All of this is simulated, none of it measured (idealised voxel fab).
Process module under the name voxel released beams
Cross-section cut spans 250 nm and uses square cells 5 nm in size.
Cross-section = grid of square cells, listed top down in bands; band = one or more rows.
A band entry consists of two parts. The first gives the height of the band's top and the height of its bottom, in nm. The rest lists the band's materials from left to right, each with its width in nm. A single material labelled with the word "everywhere" fills the band from edge to edge, and the word "blank" marks empty space.
Beneath 0, the wafer as received is one material, and that level is where height counting begins. The lowest band goes on downward without a bottom; it is written like "0 -> down".
A two-number width, for instance "30->40", indicates that the width is equal to the first number in the top row of the band and to the second number in the bottom row, and that it changes by a constant amount per row of cells.
"remained the same", as given for a step, is the statement that not any cell of the cross-section underwent a change during that step.
In "closed voids" the enclosed voids are listed, meaning empty spaces of 8 cells or larger without any opening to the top. The form is width x height at distance, distance from the left edge, units nm.
On a step's line, text after the settings is the simulator commenting on that step.
Steps that use a mask can have "overlay nm" on their line. It says how far the mask sat to the right of where it was meant to be. Negative means to the left.

## These are the steps we planned for the process
1: RECEIVE: material Si
2: CONFORMAL_DEP: material SiN, thk nm 10
3: DIRECTIONAL_DEP: material SiO2, thk nm 15
4: MASKED_ETCH: tone open, mask id ANCHOR, width nm 35, etch materials SiO2, depth nm 15, overlay nm -15
5: CONFORMAL_DEP: material W, thk nm 15
6: PATTERN: tone cover, mask id BEAM, material resist, width nm 110, thk nm 15, overlay nm 0
7: DIRECTIONAL_ETCH: etch materials W, depth nm 15
8: STRIP: etch materials resist
9: STRIP: etch materials SiO2
Same starting wafers, different overlay nm at step 4. Plan value belongs to the first wafer.

## Cross-section of the first of several wafers on receipt, reflecting completion of step 1
* 0 -> down  Si everywhere
* closed voids: none

## End of module, by wafer: material-by-material cell gain (+) or loss (-) since receipt, then closed voids
overlay nm -15, +100 SiN, +84 W, closed voids: none
overlay nm -10, +100 SiN, +84 W, closed voids: none
overlay nm -5, +100 SiN, +84 W, closed voids: none
overlay nm 0, +100 SiN, +84 W, closed voids: none
overlay nm 5, +100 SiN, +84 W, closed voids: none
overlay nm 10, +100 SiN, +84 W, closed voids: none
overlay nm 15, +100 SiN, +84 W, closed voids: none
